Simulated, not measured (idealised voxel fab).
Herein follows the process module entitled voxel gate over fins.
Cross-sectional view cut (width: 295 nm; square cell size: 5 nm).
Cross-section = grid of square cells, listed top down in bands; band = one or more rows.
The entry gives the band's vertical extent as a top height and a bottom height in nm, then its horizontal make-up as materials from left to right, each with a width in nm. "empty" stands for empty space; a single material marked "throughout" fills the band edge to edge.
Height is counted from the level 0, under which the received wafer is composed throughout of one material. The lowest of the bands is not closed at the bottom but continues downward, in the notation "from 0 down".
The width entry "30 to 40" should be interpreted row by row: the top row of cells in the band takes the first number, the bottom row takes the second number, and the change between adjacent rows is uniform throughout.
When a step is marked "same as before", none of the cells in the cross-section changed during that step.
"Closed voids list" - sealed voids, min. 8 cells, no opening to top; format: width x height at distance (distance from left edge; nm throughout).
Whatever follows a step's settings on its line is a remark the simulator itself makes about that step.
"overlay nm", when on a step's line for a step with a mask, measures how far to the right of its planned place the mask lay; a negative measure means to the left.
The remainder of this document consists of a sequence of paired cross-sections. Each pair presents the cross-section prior to one process step together with the cross-section following it, the latter being rendered only as deep as the lowest band that underwent change. The intervening step, together with its settings, is stated beneath each pair. Because the pairs may originate from different runs of this module on the same starting wafer, a given pair is to be read as continuing from the preceding pair only where its entry headed "Before-step section" so indicates.

Before-step section:
> from 0 down = Si throughout
> Closed voids list: none

Resulting Structure:
> from 5 to 0 = SiN throughout
> Nothing below the height 0 has changed.
> Closed voids list: none
Step applied between the pre-step and post-step cross-sections shown above: CONFORMAL_DEP | material SiN | thk nm 5

Before-step section: taken from the pair above, after panel.

Resulting Structure:
> from 5 to 0 = empty=120  SiN=15  empty=25  SiN=15  empty=120
> Nothing below the height 0 has changed.
> Closed voids list: none
Step applied between the pre-step and post-step cross-sections shown above: MASKED_ETCH | tone cover | mask id FINS | width nm 15 | pitch nm 40 | etch materials SiN | depth nm 5 | overlay nm 0

Before-step section: taken from the pair above, after panel.

Resulting Structure:
> from 5 to 0 = empty=120  SiN=15  empty=25  SiN=15  empty=120
> from 0 to -35 = empty=120  Si=15  empty=25  Si=15  empty=120
> Nothing below the height -35 has changed.
> Closed voids list: none
Step applied between the pre-step and post-step cross-sections shown above: MASKED_ETCH | tone cover | mask id FINS | width nm 15 | pitch nm 40 | etch materials Si | depth nm 35 | overlay nm 0

Before-step section: taken from the pair above, after panel.

Resulting Structure:
> from 5 to 0 = empty=120  SiN=15  empty=25  SiN=15  empty=120
> from 0 to -35 = empty=120  SiO2=5  Si=5  SiO2=5  empty=25  SiO2=5  Si=5  SiO2=5  empty=120
> from -35 to -40 = SiO2=125  Si=5  SiO2=35  Si=5  SiO2=125
> Nothing below the height -40 has changed.
> Closed voids list: none
Step applied between the pre-step and post-step cross-sections shown above: OXIDIZE | depth nm 5

Before-step section: taken from the pair above, after panel.

Resulting Structure:
> from 20 to 5 = SiO2 throughout
> from 5 to 0 = SiO2=120  SiN=15  SiO2=25  SiN=15  SiO2=120
> from 0 to -40 = SiO2=125  Si=5  SiO2=35  Si=5  SiO2=125
> Nothing below the height -40 has changed.
> Closed voids list: none
Step applied between the pre-step and post-step cross-sections shown above: FILL_DEP | material SiO2 | thk nm 15

Before-step section: taken from the pair above, after panel.

Resulting Structure:
> from 5 to 0 = SiO2=120  SiN=15  SiO2=25  SiN=15  SiO2=120
> Nothing below the height 0 has changed.
> Closed voids list: none
Step applied between the pre-step and post-step cross-sections shown above: CMP | height nm 5

Before-step section: taken from the pair above, after panel.

Resulting Structure:
> from 5 to 0 = empty=120  SiN=15  empty=25  SiN=15  empty=120
> from 0 to -10 = empty=125  Si=5  empty=35  Si=5  empty=125
> Nothing below the height -10 has changed.
> Closed voids list: none
Step applied between the pre-step and post-step cross-sections shown above: SELECTIVE_ETCH | etch materials SiO2 | depth nm 15

Before-step section: taken from the pair above, after panel.

Resulting Structure:
> from 0 to -10 = empty=125  Si=5  empty=35  Si=5  empty=125
> Nothing below the height -10 has changed.
> Closed voids list: none
Step applied between the pre-step and post-step cross-sections shown above: STRIP | etch materials SiN

Before-step section: taken from the pair above, after panel.

Resulting Structure:
> from 5 to 0 = empty=120  HfO2=15  empty=25  HfO2=15  empty=120
> from 0 to -5 = empty=120  HfO2=5  Si=5  HfO2=5  empty=25  HfO2=5  Si=5  HfO2=5  empty=120
> from -5 to -10 = HfO2=125  Si=5  HfO2=35  Si=5  HfO2=125
> Nothing below the height -10 has changed.
> Closed voids list: none
Step applied between the pre-step and post-step cross-sections shown above: CONFORMAL_DEP | material HfO2 | thk nm 5

Before-step section: taken from the pair above, after panel.

Resulting Structure:
> from 10 to 5 = empty=115  TiN=25  empty=15  TiN=25  empty=115
> from 5 to 0 = empty=115  TiN=5  HfO2=15  TiN=5  empty=15  TiN=5  HfO2=15  TiN=5  empty=115
> from 0 to -5 = TiN=120  HfO2=5  Si=5  HfO2=5  TiN=25  HfO2=5  Si=5  HfO2=5  TiN=120
> Nothing below the height -5 has changed.
> Closed voids list: none
Step applied between the pre-step and post-step cross-sections shown above: CONFORMAL_DEP | material TiN | thk nm 5

Before-step section: taken from the pair above, after panel.

Resulting Structure:
> from 15 to 10 = empty=110  TiAl=35  empty=5  TiAl=35  empty=110
> from 10 to 5 = empty=110  TiAl=5  TiN=25  TiAl=5  empty=5  TiAl=5  TiN=25  TiAl=5  empty=110
> from 5 to 0 = TiAl=115  TiN=5  HfO2=15  TiN=5  TiAl=15  TiN=5  HfO2=15  TiN=5  TiAl=115
> Nothing below the height 0 has changed.
> Closed voids list: none
Step applied between the pre-step and post-step cross-sections shown above: CONFORMAL_DEP | material TiAl | thk nm 5

Before-step section: taken from the pair above, after panel.

Resulting Structure:
> from 20 to 15 = empty=105  TiN=85  empty=105
> from 15 to 10 = empty=105  TiN=5  TiAl=35  TiN=5  TiAl=35  TiN=5  empty=105
> from 10 to 5 = TiN=110  TiAl=5  TiN=25  TiAl=5  TiN=5  TiAl=5  TiN=25  TiAl=5  TiN=110
> Nothing below the height 5 has changed.
> Closed voids list: none
Step applied between the pre-step and post-step cross-sections shown above: CONFORMAL_DEP | material TiN | thk nm 5

Before-step section: taken from the pair above, after panel.

Resulting Structure:
> from 35 to 20 = W throughout
> from 20 to 15 = W=105  TiN=85  W=105
> from 15 to 10 = W=105  TiN=5  TiAl=35  TiN=5  TiAl=35  TiN=5  W=105
> Nothing below the height 10 has changed.
> Closed voids list: none
Step applied between the pre-step and post-step cross-sections shown above: FILL_DEP | material W | thk nm 15

Before-step section: taken from the pair above, after panel.

Resulting Structure:
> from 30 to 20 = W throughout
> Nothing below the height 20 has changed.
> Closed voids list: none
Step applied between the pre-step and post-step cross-sections shown above: CMP | height nm 30

Before-step section: taken from the pair above, after panel.

Resulting Structure:
> from 40 to 30 = SiN throughout
> Nothing below the height 30 has changed.
> Closed voids list: none
Step applied between the pre-step and post-step cross-sections shown above: CONFORMAL_DEP | material SiN | thk nm 10

Before-step section:
> from 5 to 0 = empty=120  HfO2=15  empty=25  HfO2=15  empty=120
> from 0 to -5 = empty=120  HfO2=5  Si=5  HfO2=5  empty=25  HfO2=5  Si=5  HfO2=5  empty=120
> from -5 to -10 = HfO2=125  Si=5  HfO2=35  Si=5  HfO2=125
> from -10 to -40 = SiO2=125  Si=5  SiO2=35  Si=5  SiO2=125
> from -40 down = Si throughout
> Closed voids list: none

Resulting Structure:
> from 10 to 5 = empty=115  TiAl=25  empty=15  TiAl=25  empty=115
> from 5 to 0 = empty=115  TiAl=5  HfO2=15  TiAl=5  empty=15  TiAl=5  HfO2=15  TiAl=5  empty=115
> from 0 to -5 = TiAl=120  HfO2=5  Si=5  HfO2=5  TiAl=25  HfO2=5  Si=5  HfO2=5  TiAl=120
> Nothing below the height -5 has changed.
> Closed voids list: none
Step applied between the pre-step and post-step cross-sections shown above: CONFORMAL_DEP | material TiAl | thk nm 5

Before-step section: taken from the pair above, after panel.

Resulting Structure:
> from 15 to 10 = empty=110  TiN=35  empty=5  TiN=35  empty=110
> from 10 to 5 = empty=110  TiN=5  TiAl=25  TiN=5  empty=5  TiN=5  TiAl=25  TiN=5  empty=110
> from 5 to 0 = TiN=115  TiAl=5  HfO2=15  TiAl=5  TiN=15  TiAl=5  HfO2=15  TiAl=5  TiN=115
> Nothing below the height 0 has changed.
> Closed voids list: none
Step applied between the pre-step and post-step cross-sections shown above: CONFORMAL_DEP | material TiN | thk nm 5

Before-step section: taken from the pair above, after panel.

Resulting Structure:
> from 30 to 15 = W throughout
> from 15 to 10 = W=110  TiN=35  W=5  TiN=35  W=110
> from 10 to 5 = W=110  TiN=5  TiAl=25  TiN=5  W=5  TiN=5  TiAl=25  TiN=5  W=110
> Nothing below the height 5 has changed.
> Closed voids list: none
Step applied between the pre-step and post-step cross-sections shown above: FILL_DEP | material W | thk nm 15

Before-step section: taken from the pair above, after panel.

Resulting Structure:
> from 40 to 30 = SiN throughout
> Nothing below the height 30 has changed.
> Closed voids list: none
Step applied between the pre-step and post-step cross-sections shown above: CONFORMAL_DEP | material SiN | thk nm 10

Before-step section:
> from 5 to 0 = empty=120  SiN=15  empty=25  SiN=15  empty=120
> from 0 to -10 = empty=125  Si=5  empty=35  Si=5  empty=125
> from -10 to -40 = SiO2=125  Si=5  SiO2=35  Si=5  SiO2=125
> from -40 down = Si throughout
> Closed voids list: none

Resulting Structure:
> from 5 to 0 = empty=120  SiN=15  empty=25  SiN=15  empty=120
> from 0 to -25 = empty=125  Si=5  empty=35  Si=5  empty=125
> Nothing below the height -25 has changed.
> Closed voids list: none
Step applied between the pre-step and post-step cross-sections shown above: SELECTIVE_ETCH | etch materials SiO2 | depth nm 15

Before-step section: taken from the pair above, after panel.

Resulting Structure:
> from 0 to -25 = empty=125  Si=5  empty=35  Si=5  empty=125
> Nothing below the height -25 has changed.
> Closed voids list: none
Step applied between the pre-step and post-step cross-sections shown above: STRIP | etch materials SiN

Before-step section: taken from the pair above, after panel.

Resulting Structure:
> from 5 to 0 = empty=120  HfO2=15  empty=25  HfO2=15  empty=120
> from 0 to -20 = empty=120  HfO2=5  Si=5  HfO2=5  empty=25  HfO2=5  Si=5  HfO2=5  empty=120
> from -20 to -25 = HfO2=125  Si=5  HfO2=35  Si=5  HfO2=125
> Nothing below the height -25 has changed.
> Closed voids list: none
Step applied between the pre-step and post-step cross-sections shown above: CONFORMAL_DEP | material HfO2 | thk nm 5

Before-step section: taken from the pair above, after panel.

Resulting Structure:
> from 10 to 5 = empty=115  TiN=25  empty=15  TiN=25  empty=115
> from 5 to 0 = empty=115  TiN=5  HfO2=15  TiN=5  empty=15  TiN=5  HfO2=15  TiN=5  empty=115
> from 0 to -15 = empty=115  TiN=5  HfO2=5  Si=5  HfO2=5  TiN=5  empty=15  TiN=5  HfO2=5  Si=5  HfO2=5  TiN=5  empty=115
> from -15 to -20 = TiN=120  HfO2=5  Si=5  HfO2=5  TiN=25  HfO2=5  Si=5  HfO2=5  TiN=120
> Nothing below the height -20 has changed.
> Closed voids list: none
Step applied between the pre-step and post-step cross-sections shown above: CONFORMAL_DEP | material TiN | thk nm 5

Before-step section: taken from the pair above, after panel.

Resulting Structure:
> from 15 to 10 = empty=110  TiAl=35  empty=5  TiAl=35  empty=110
> from 10 to 5 = empty=110  TiAl=5  TiN=25  TiAl=5  empty=5  TiAl=5  TiN=25  TiAl=5  empty=110
> from 5 to 0 = empty=110  TiAl=5  TiN=5  HfO2=15  TiN=5  TiAl=5  empty=5  TiAl=5  TiN=5  HfO2=15  TiN=5  TiAl=5  empty=110
> from 0 to -10 = empty=110  TiAl=5  TiN=5  HfO2=5  Si=5  HfO2=5  TiN=5  TiAl=5  empty=5  TiAl=5  TiN=5  HfO2=5  Si=5  HfO2=5  TiN=5  TiAl=5  empty=110
> from -10 to -15 = TiAl=115  TiN=5  HfO2=5  Si=5  HfO2=5  TiN=5  TiAl=15  TiN=5  HfO2=5  Si=5  HfO2=5  TiN=5  TiAl=115
> Nothing below the height -15 has changed.
> Closed voids list: none
Step applied between the pre-step and post-step cross-sections shown above: CONFORMAL_DEP | material TiAl | thk nm 5

Before-step section: taken from the pair above, after panel.

Resulting Structure:
> from 20 to 15 = empty=105  TiN=85  empty=105
> from 15 to 10 = empty=105  TiN=5  TiAl=35  TiN=5  TiAl=35  TiN=5  empty=105
> from 10 to 5 = empty=105  TiN=5  TiAl=5  TiN=25  TiAl=5  TiN=5  TiAl=5  TiN=25  TiAl=5  TiN=5  empty=105
> from 5 to 0 = empty=105  TiN=5  TiAl=5  TiN=5  HfO2=15  TiN=5  TiAl=5  TiN=5  TiAl=5  TiN=5  HfO2=15  TiN=5  TiAl=5  TiN=5  empty=105
> from 0 to -5 = empty=105  TiN=5  TiAl=5  TiN=5  HfO2=5  Si=5  HfO2=5  TiN=5  TiAl=5  TiN=5  TiAl=5  TiN=5  HfO2=5  Si=5  HfO2=5  TiN=5  TiAl=5  TiN=5  empty=105
> from -5 to -10 = TiN=110  TiAl=5  TiN=5  HfO2=5  Si=5  HfO2=5  TiN=5  TiAl=5  TiN=5  TiAl=5  TiN=5  HfO2=5  Si=5  HfO2=5  TiN=5  TiAl=5  TiN=110
> Nothing below the height -10 has changed.
> Closed voids list: none
Step applied between the pre-step and post-step cross-sections shown above: CONFORMAL_DEP | material TiN | thk nm 5

Before-step section: taken from the pair above, after panel.

Resulting Structure:
> from 35 to 20 = W throughout
> from 20 to 15 = W=105  TiN=85  W=105
> from 15 to 10 = W=105  TiN=5  TiAl=35  TiN=5  TiAl=35  TiN=5  W=105
> from 10 to 5 = W=105  TiN=5  TiAl=5  TiN=25  TiAl=5  TiN=5  TiAl=5  TiN=25  TiAl=5  TiN=5  W=105
> from 5 to 0 = W=105  TiN=5  TiAl=5  TiN=5  HfO2=15  TiN=5  TiAl=5  TiN=5  TiAl=5  TiN=5  HfO2=15  TiN=5  TiAl=5  TiN=5  W=105
> from 0 to -5 = W=105  TiN=5  TiAl=5  TiN=5  HfO2=5  Si=5  HfO2=5  TiN=5  TiAl=5  TiN=5  TiAl=5  TiN=5  HfO2=5  Si=5  HfO2=5  TiN=5  TiAl=5  TiN=5  W=105
> Nothing below the height -5 has changed.
> Closed voids list: none
Step applied between the pre-step and post-step cross-sections shown above: FILL_DEP | material W | thk nm 15

Before-step section: taken from the pair above, after panel.

Resulting Structure:
> from 30 to 20 = W throughout
> Nothing below the height 20 has changed.
> Closed voids list: none
Step applied between the pre-step and post-step cross-sections shown above: CMP | height nm 30

Before-step section: taken from the pair above, after panel.

Resulting Structure:
> from 40 to 30 = SiN throughout
> Nothing below the height 30 has changed.
> Closed voids list: none
Step applied between the pre-step and post-step cross-sections shown above: CONFORMAL_DEP | material SiN | thk nm 10

Before-step section:
> from 0 to -10 = empty=125  Si=5  empty=35  Si=5  empty=125
> from -10 to -40 = SiO2=125  Si=5  SiO2=35  Si=5  SiO2=125
> from -40 down = Si throughout
> Closed voids list: none

Resulting Structure:
> from 5 to 0 = empty=120  TiN=15  empty=25  TiN=15  empty=120
> from 0 to -5 = empty=120  TiN=5  Si=5  TiN=5  empty=25  TiN=5  Si=5  TiN=5  empty=120
> from -5 to -10 = TiN=125  Si=5  TiN=35  Si=5  TiN=125
> Nothing below the height -10 has changed.
> Closed voids list: none
Step applied between the pre-step and post-step cross-sections shown above: CONFORMAL_DEP | material TiN | thk nm 5

Before-step section: taken from the pair above, after panel.

Resulting Structure:
> from 10 to 5 = empty=115  HfO2=25  empty=15  HfO2=25  empty=115
> from 5 to 0 = empty=115  HfO2=5  TiN=15  HfO2=5  empty=15  HfO2=5  TiN=15  HfO2=5  empty=115
> from 0 to -5 = HfO2=120  TiN=5  Si=5  TiN=5  HfO2=25  TiN=5  Si=5  TiN=5  HfO2=120
> Nothing below the height -5 has changed.
> Closed voids list: none
Step applied between the pre-step and post-step cross-sections shown above: CONFORMAL_DEP | material HfO2 | thk nm 5

Before-step section: taken from the pair above, after panel.

Resulting Structure:
> from 15 to 10 = empty=110  TiAl=35  empty=5  TiAl=35  empty=110
> from 10 to 5 = empty=110  TiAl=5  HfO2=25  TiAl=5  empty=5  TiAl=5  HfO2=25  TiAl=5  empty=110
> from 5 to 0 = TiAl=115  HfO2=5  TiN=15  HfO2=5  TiAl=15  HfO2=5  TiN=15  HfO2=5  TiAl=115
> Nothing below the height 0 has changed.
> Closed voids list: none
Step applied between the pre-step and post-step cross-sections shown above: CONFORMAL_DEP | material TiAl | thk nm 5

Before-step section: taken from the pair above, after panel.

Resulting Structure:
> from 20 to 15 = empty=105  TiN=85  empty=105
> from 15 to 10 = empty=105  TiN=5  TiAl=35  TiN=5  TiAl=35  TiN=5  empty=105
> from 10 to 5 = TiN=110  TiAl=5  HfO2=25  TiAl=5  TiN=5  TiAl=5  HfO2=25  TiAl=5  TiN=110
> Nothing below the height 5 has changed.
> Closed voids list: none
Step applied between the pre-step and post-step cross-sections shown above: CONFORMAL_DEP | material TiN | thk nm 5

Before-step section: taken from the pair above, after panel.

Resulting Structure:
> from 35 to 20 = W throughout
> from 20 to 15 = W=105  TiN=85  W=105
> from 15 to 10 = W=105  TiN=5  TiAl=35  TiN=5  TiAl=35  TiN=5  W=105
> Nothing below the height 10 has changed.
> Closed voids list: none
Step applied between the pre-step and post-step cross-sections shown above: FILL_DEP | material W | thk nm 15

Before-step section: taken from the pair above, after panel.

Resulting Structure:
> from 30 to 20 = W throughout
> Nothing below the height 20 has changed.
> Closed voids list: none
Step applied between the pre-step and post-step cross-sections shown above: CMP | height nm 30

Before-step section: taken from the pair above, after panel.

Resulting Structure:
> from 40 to 30 = SiN throughout
> Nothing below the height 30 has changed.
> Closed voids list: none
Step applied between the pre-step and post-step cross-sections shown above: CONFORMAL_DEP | material SiN | thk nm 10

Before-step section:
> from 5 to 0 = empty=120  SiN=15  empty=25  SiN=15  empty=120
> from 0 down = Si throughout
> Closed voids list: none

Resulting Structure:
> from 5 to 0 = empty=120  SiN=15  empty=25  SiN=15  empty=120
> from 0 to -45 = empty=120  Si=15  empty=25  Si=15  empty=120
> Nothing below the height -45 has changed.
> Closed voids list: none
Step applied between the pre-step and post-step cross-sections shown above: MASKED_ETCH | tone cover | mask id FINS | width nm 15 | pitch nm 40 | etch materials Si | depth nm 45 | overlay nm 0

Before-step section: taken from the pair above, after panel.

Resulting Structure:
> from 5 to 0 = empty=120  SiN=15  empty=25  SiN=15  empty=120
> from 0 to -45 = empty=120  SiO2=5  Si=5  SiO2=5  empty=25  SiO2=5  Si=5  SiO2=5  empty=120
> from -45 to -50 = SiO2=125  Si=5  SiO2=35  Si=5  SiO2=125
> Nothing below the height -50 has changed.
> Closed voids list: none
Step applied between the pre-step and post-step cross-sections shown above: OXIDIZE | depth nm 5

Before-step section: taken from the pair above, after panel.

Resulting Structure:
> from 20 to 5 = SiO2 throughout
> from 5 to 0 = SiO2=120  SiN=15  SiO2=25  SiN=15  SiO2=120
> from 0 to -50 = SiO2=125  Si=5  SiO2=35  Si=5  SiO2=125
> Nothing below the height -50 has changed.
> Closed voids list: none
Step applied between the pre-step and post-step cross-sections shown above: FILL_DEP | material SiO2 | thk nm 15

Before-step section: taken from the pair above, after panel.

Resulting Structure:
> from 5 to 0 = SiO2=120  SiN=15  SiO2=25  SiN=15  SiO2=120
> Nothing below the height 0 has changed.
> Closed voids list: none
Step applied between the pre-step and post-step cross-sections shown above: CMP | height nm 5

Before-step section: taken from the pair above, after panel.

Resulting Structure:
> from 5 to 0 = empty=120  SiN=15  empty=25  SiN=15  empty=120
> from 0 to -10 = empty=125  Si=5  empty=35  Si=5  empty=125
> Nothing below the height -10 has changed.
> Closed voids list: none
Step applied between the pre-step and post-step cross-sections shown above: SELECTIVE_ETCH | etch materials SiO2 | depth nm 15

Before-step section: taken from the pair above, after panel.

Resulting Structure:
> from 0 to -10 = empty=125  Si=5  empty=35  Si=5  empty=125
> Nothing below the height -10 has changed.
> Closed voids list: none
Step applied between the pre-step and post-step cross-sections shown above: STRIP | etch materials SiN

Before-step section: taken from the pair above, after panel.

Resulting Structure:
> from 5 to 0 = empty=120  HfO2=15  empty=25  HfO2=15  empty=120
> from 0 to -5 = empty=120  HfO2=5  Si=5  HfO2=5  empty=25  HfO2=5  Si=5  HfO2=5  empty=120
> from -5 to -10 = HfO2=125  Si=5  HfO2=35  Si=5  HfO2=125
> Nothing below the height -10 has changed.
> Closed voids list: none
Step applied between the pre-step and post-step cross-sections shown above: CONFORMAL_DEP | material HfO2 | thk nm 5

Before-step section: taken from the pair above, after panel.

Resulting Structure:
> from 10 to 5 = empty=115  TiN=25  empty=15  TiN=25  empty=115
> from 5 to 0 = empty=115  TiN=5  HfO2=15  TiN=5  empty=15  TiN=5  HfO2=15  TiN=5  empty=115
> from 0 to -5 = TiN=120  HfO2=5  Si=5  HfO2=5  TiN=25  HfO2=5  Si=5  HfO2=5  TiN=120
> Nothing below the height -5 has changed.
> Closed voids list: none
Step applied between the pre-step and post-step cross-sections shown above: CONFORMAL_DEP | material TiN | thk nm 5

Before-step section: taken from the pair above, after panel.

Resulting Structure:
> from 15 to 10 = empty=110  TiAl=35  empty=5  TiAl=35  empty=110
> from 10 to 5 = empty=110  TiAl=5  TiN=25  TiAl=5  empty=5  TiAl=5  TiN=25  TiAl=5  empty=110
> from 5 to 0 = TiAl=115  TiN=5  HfO2=15  TiN=5  TiAl=15  TiN=5  HfO2=15  TiN=5  TiAl=115
> Nothing below the height 0 has changed.
> Closed voids list: none
Step applied between the pre-step and post-step cross-sections shown above: CONFORMAL_DEP | material TiAl | thk nm 5

Before-step section: taken from the pair above, after panel.

Resulting Structure:
> from 20 to 15 = empty=105  TiN=85  empty=105
> from 15 to 10 = empty=105  TiN=5  TiAl=35  TiN=5  TiAl=35  TiN=5  empty=105
> from 10 to 5 = TiN=110  TiAl=5  TiN=25  TiAl=5  TiN=5  TiAl=5  TiN=25  TiAl=5  TiN=110
> Nothing below the height 5 has changed.
> Closed voids list: none
Step applied between the pre-step and post-step cross-sections shown above: CONFORMAL_DEP | material TiN | thk nm 5

Before-step section: taken from the pair above, after panel.

Resulting Structure:
> from 35 to 20 = W throughout
> from 20 to 15 = W=105  TiN=85  W=105
> from 15 to 10 = W=105  TiN=5  TiAl=35  TiN=5  TiAl=35  TiN=5  W=105
> Nothing below the height 10 has changed.
> Closed voids list: none
Step applied between the pre-step and post-step cross-sections shown above: FILL_DEP | material W | thk nm 15

Before-step section: taken from the pair above, after panel.

Resulting Structure:
> from 30 to 20 = W throughout
> Nothing below the height 20 has changed.
> Closed voids list: none
Step applied between the pre-step and post-step cross-sections shown above: CMP | height nm 30

Before-step section: taken from the pair above, after panel.

Resulting Structure:
> from 40 to 30 = SiN throughout
> Nothing below the height 30 has changed.
> Closed voids list: none
Step applied between the pre-step and post-step cross-sections shown above: CONFORMAL_DEP | material SiN | thk nm 10

Before-step section:
> from 5 to 0 = SiN throughout
> from 0 down = Si throughout
> Closed voids list: none

Resulting Structure:
> from 5 to 0 = empty=120  SiN=20  empty=20  SiN=20  empty=115
> Nothing below the height 0 has changed.
> Closed voids list: none
Step applied between the pre-step and post-step cross-sections shown above: MASKED_ETCH | tone cover | mask id FINS | width nm 20 | pitch nm 40 | etch materials SiN | depth nm 5 | overlay nm 0

Before-step section: taken from the pair above, after panel.

Resulting Structure:
> from 5 to 0 = empty=120  SiN=20  empty=20  SiN=20  empty=115
> from 0 to -35 = empty=120  Si=20  empty=20  Si=20  empty=115
> Nothing below the height -35 has changed.
> Closed voids list: none
Step applied between the pre-step and post-step cross-sections shown above: MASKED_ETCH | tone cover | mask id FINS | width nm 15 | pitch nm 40 | etch materials Si | depth nm 35 | overlay nm 0

Before-step section: taken from the pair above, after panel.

Resulting Structure:
> from 5 to 0 = empty=120  SiN=20  empty=20  SiN=20  empty=115
> from 0 to -35 = empty=120  SiO2=5  Si=10  SiO2=5  empty=20  SiO2=5  Si=10  SiO2=5  empty=115
> from -35 to -40 = SiO2=125  Si=10  SiO2=30  Si=10  SiO2=120
> Nothing below the height -40 has changed.
> Closed voids list: none
Step applied between the pre-step and post-step cross-sections shown above: OXIDIZE | depth nm 5

Before-step section: taken from the pair above, after panel.

Resulting Structure:
> from 20 to 5 = SiO2 throughout
> from 5 to 0 = SiO2=120  SiN=20  SiO2=20  SiN=20  SiO2=115
> from 0 to -40 = SiO2=125  Si=10  SiO2=30  Si=10  SiO2=120
> Nothing below the height -40 has changed.
> Closed voids list: none
Step applied between the pre-step and post-step cross-sections shown above: FILL_DEP | material SiO2 | thk nm 15

Before-step section: taken from the pair above, after panel.

Resulting Structure:
> from 5 to 0 = SiO2=120  SiN=20  SiO2=20  SiN=20  SiO2=115
> Nothing below the height 0 has changed.
> Closed voids list: none
Step applied between the pre-step and post-step cross-sections shown above: CMP | height nm 5

Before-step section: taken from the pair above, after panel.

Resulting Structure:
> from 5 to 0 = empty=120  SiN=20  empty=20  SiN=20  empty=115
> from 0 to -10 = empty=125  Si=10  empty=30  Si=10  empty=120
> Nothing below the height -10 has changed.
> Closed voids list: none
Step applied between the pre-step and post-step cross-sections shown above: SELECTIVE_ETCH | etch materials SiO2 | depth nm 15

Before-step section: taken from the pair above, after panel.

Resulting Structure:
> from 0 to -10 = empty=125  Si=10  empty=30  Si=10  empty=120
> Nothing below the height -10 has changed.
> Closed voids list: none
Step applied between the pre-step and post-step cross-sections shown above: STRIP | etch materials SiN

Before-step section: taken from the pair above, after panel.

Resulting Structure:
> from 5 to 0 = empty=120  HfO2=20  empty=20  HfO2=20  empty=115
> from 0 to -5 = empty=120  HfO2=5  Si=10  HfO2=5  empty=20  HfO2=5  Si=10  HfO2=5  empty=115
> from -5 to -10 = HfO2=125  Si=10  HfO2=30  Si=10  HfO2=120
> Nothing below the height -10 has changed.
> Closed voids list: none
Step applied between the pre-step and post-step cross-sections shown above: CONFORMAL_DEP | material HfO2 | thk nm 5

Before-step section: taken from the pair above, after panel.

Resulting Structure:
> from 10 to 5 = empty=115  TiN=30  empty=10  TiN=30  empty=110
> from 5 to 0 = empty=115  TiN=5  HfO2=20  TiN=5  empty=10  TiN=5  HfO2=20  TiN=5  empty=110
> from 0 to -5 = TiN=120  HfO2=5  Si=10  HfO2=5  TiN=20  HfO2=5  Si=10  HfO2=5  TiN=115
> Nothing below the height -5 has changed.
> Closed voids list: none
Step applied between the pre-step and post-step cross-sections shown above: CONFORMAL_DEP | material TiN | thk nm 5

Before-step section: taken from the pair above, after panel.

Resulting Structure:
> from 15 to 10 = empty=110  TiAl=80  empty=105
> from 10 to 5 = empty=110  TiAl=5  TiN=30  TiAl=10  TiN=30  TiAl=5  empty=105
> from 5 to 0 = TiAl=115  TiN=5  HfO2=20  TiN=5  TiAl=10  TiN=5  HfO2=20  TiN=5  TiAl=110
> Nothing below the height 0 has changed.
> Closed voids list: none
Step applied between the pre-step and post-step cross-sections shown above: CONFORMAL_DEP | material TiAl | thk nm 5

Before-step section: taken from the pair above, after panel.

Resulting Structure:
> from 20 to 15 = empty=105  TiN=90  empty=100
> from 15 to 10 = empty=105  TiN=5  TiAl=80  TiN=5  empty=100
> from 10 to 5 = TiN=110  TiAl=5  TiN=30  TiAl=10  TiN=30  TiAl=5  TiN=105
> Nothing below the height 5 has changed.
> Closed voids list: none
Step applied between the pre-step and post-step cross-sections shown above: CONFORMAL_DEP | material TiN | thk nm 5

Before-step section: taken from the pair above, after panel.

Resulting Structure:
> from 35 to 20 = W throughout
> from 20 to 15 = W=105  TiN=90  W=100
> from 15 to 10 = W=105  TiN=5  TiAl=80  TiN=5  W=100
> Nothing below the height 10 has changed.
> Closed voids list: none
Step applied between the pre-step and post-step cross-sections shown above: FILL_DEP | material W | thk nm 15

Before-step section: taken from the pair above, after panel.

Resulting Structure:
> from 30 to 20 = W throughout
> Nothing below the height 20 has changed.
> Closed voids list: none
Step applied between the pre-step and post-step cross-sections shown above: CMP | height nm 30

Before-step section: taken from the pair above, after panel.

Resulting Structure:
> from 40 to 30 = SiN throughout
> Nothing below the height 30 has changed.
> Closed voids list: none
Step applied between the pre-step and post-step cross-sections shown above: CONFORMAL_DEP | material SiN | thk nm 10

Before-step section:
> from 5 to 0 = empty=120  SiN=15  empty=25  SiN=15  empty=120
> from 0 down = Si throughout
> Closed voids list: none

Resulting Structure:
> from 5 to 0 = empty=120  SiN=15  empty=25  SiN=15  empty=120
> from 0 to -35 = empty=110  Si=25  empty=15  Si=25  empty=120
> Nothing below the height -35 has changed.
> Closed voids list: none
Step applied between the pre-step and post-step cross-sections shown above: MASKED_ETCH | tone cover | mask id FINS | width nm 15 | pitch nm 40 | etch materials Si | depth nm 35 | overlay nm -10

Before-step section: taken from the pair above, after panel.

Resulting Structure:
> from 5 to 0 = empty=120  SiN=15  empty=25  SiN=15  empty=120
> from 0 to -5 = empty=110  SiO2=15  Si=5  SiO2=5  empty=15  SiO2=15  Si=5  SiO2=5  empty=120
> from -5 to -35 = empty=110  SiO2=5  Si=15  SiO2=5  empty=15  SiO2=5  Si=15  SiO2=5  empty=120
> from -35 to -40 = SiO2=115  Si=15  SiO2=25  Si=15  SiO2=125
> Nothing below the height -40 has changed.
> Closed voids list: none
Step applied between the pre-step and post-step cross-sections shown above: OXIDIZE | depth nm 5

Before-step section: taken from the pair above, after panel.

Resulting Structure:
> from 20 to 5 = SiO2 throughout
> from 5 to 0 = SiO2=120  SiN=15  SiO2=25  SiN=15  SiO2=120
> from 0 to -5 = SiO2=125  Si=5  SiO2=35  Si=5  SiO2=125
> from -5 to -40 = SiO2=115  Si=15  SiO2=25  Si=15  SiO2=125
> Nothing below the height -40 has changed.
> Closed voids list: none
Step applied between the pre-step and post-step cross-sections shown above: FILL_DEP | material SiO2 | thk nm 15

Before-step section: taken from the pair above, after panel.

Resulting Structure:
> from 5 to 0 = SiO2=120  SiN=15  SiO2=25  SiN=15  SiO2=120
> Nothing below the height 0 has changed.
> Closed voids list: none
Step applied between the pre-step and post-step cross-sections shown above: CMP | height nm 5

Before-step section: taken from the pair above, after panel.

Resulting Structure:
> from 5 to 0 = empty=120  SiN=15  empty=25  SiN=15  empty=120
> from 0 to -10 = empty=125 to 115  Si=5 to 15  empty=35 to 25  Si=5 to 15  empty=125
> Nothing below the height -10 has changed.
> Closed voids list: none
Step applied between the pre-step and post-step cross-sections shown above: SELECTIVE_ETCH | etch materials SiO2 | depth nm 15
